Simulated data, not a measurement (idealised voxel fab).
Presented below is a process module, voxel air gaps.
FYI the section here is cut, 215 nm wide, cells are 5 nm squares.
A cross-section is a grid of square cells, given in bands from the top down. A band is one or more rows of cells.
Read a band's entry like this: the first values are the height of its top and the height of its bottom in nm, and what follows is the sequence of materials from left to right, each with its width in nm. Note that "blank" is empty space, and that a single material marked "edge to edge" reaches across the band from edge to edge.
Convention: height 0 is the level below which the wafer, as received, is all one material. The lowest band does not terminate at the bottom but continues downward, represented as "from 0 down".
The notation "30 to 40" denotes a width that varies across the rows of cells in the band, beginning at the first number in the top row, finishing at the second number in the bottom row, and changing by an identical amount from each row to the next.
Where a step carries "remains unaltered", the cross-section came out of it unchanged, cell for cell.
The entry titled "Fully sealed cavities" provides the empty spaces that have no open way to the top, restricted to those of 8 cells or more. Each is presented as width x height at distance, the distance being measured from the left edge, with all three in nm.
Where a step's line continues beyond its settings, the continuation is a remark by the simulator itself on that step.
Steps that use a mask can have "overlay nm" on their line. It says how far the mask sat to the right of where it was meant to be. Negative means to the left.
PLAN
1,RECEIVE (material Si)
2,CONFORMAL_DEP (material SiO2; thk nm 10)
3,CONFORMAL_DEP (material SiCN; thk nm 5)
4,DIRECTIONAL_DEP (material lowk; thk nm 35)
5,MASKED_ETCH (tone open; mask id LINES; width nm 15; pitch nm 50; etch materials lowk; depth nm 35; overlay nm 0)
6,CONFORMAL_DEP (material TiN; thk nm 5)
7,FILL_DEP (material Ru; thk nm 10)
8,CMP (height nm 50)
9,EPI (material Ru; thk nm 10)
10,SELECTIVE_ETCH (etch materials lowk; depth nm 45)
11,CONFORMAL_DEP (material SiCN; thk nm 5)
Across this set of wafers, the varied parameter is the width nm of step 5. Starting conditions are identical for every wafer, and the plan reports the value assigned to the first wafer.
THE FIRST OF SEVERAL WAFERS, AS RECEIVED AFTER STEP 1, SEEN IN SECTION
from 0 down | Si edge to edge
Fully sealed cavities: none
THE TABLE BELOW HAS ONE ROW FOR EACH WAFER; A ROW SHOWS, AS OF THE END OF THE MODULE, HOW MANY CELLS OF EACH MATERIAL THE WAFER HAS GAINED, MARKED (+), OR LOST, MARKED (-), SINCE IT WAS RECEIVED, AND THEN THE WAFER'S CLOSED VOIDS
width nm 15 | +80 Ru | +190 SiCN | +86 SiO2 | +60 TiN | Fully sealed cavities: none
width nm 20 | +112 Ru | +190 SiCN | +86 SiO2 | +64 TiN | Fully sealed cavities: 20 x 25 at 45; 20 x 25 at 95; 20 x 25 at 145
width nm 25 | +144 Ru | +178 SiCN | +86 SiO2 | +68 TiN | Fully sealed cavities: 15 x 25 at 50; 15 x 25 at 100; 15 x 25 at 150
width nm 30 | +176 Ru | +112 SiCN | +86 SiO2 | +72 TiN | +84 lowk | Fully sealed cavities: 10 x 25 at 0
width nm 35 | +202 Ru | +112 SiCN | +86 SiO2 | +76 TiN | +63 lowk | Fully sealed cavities: 10 x 25 at 0; 10 x 25 at 205
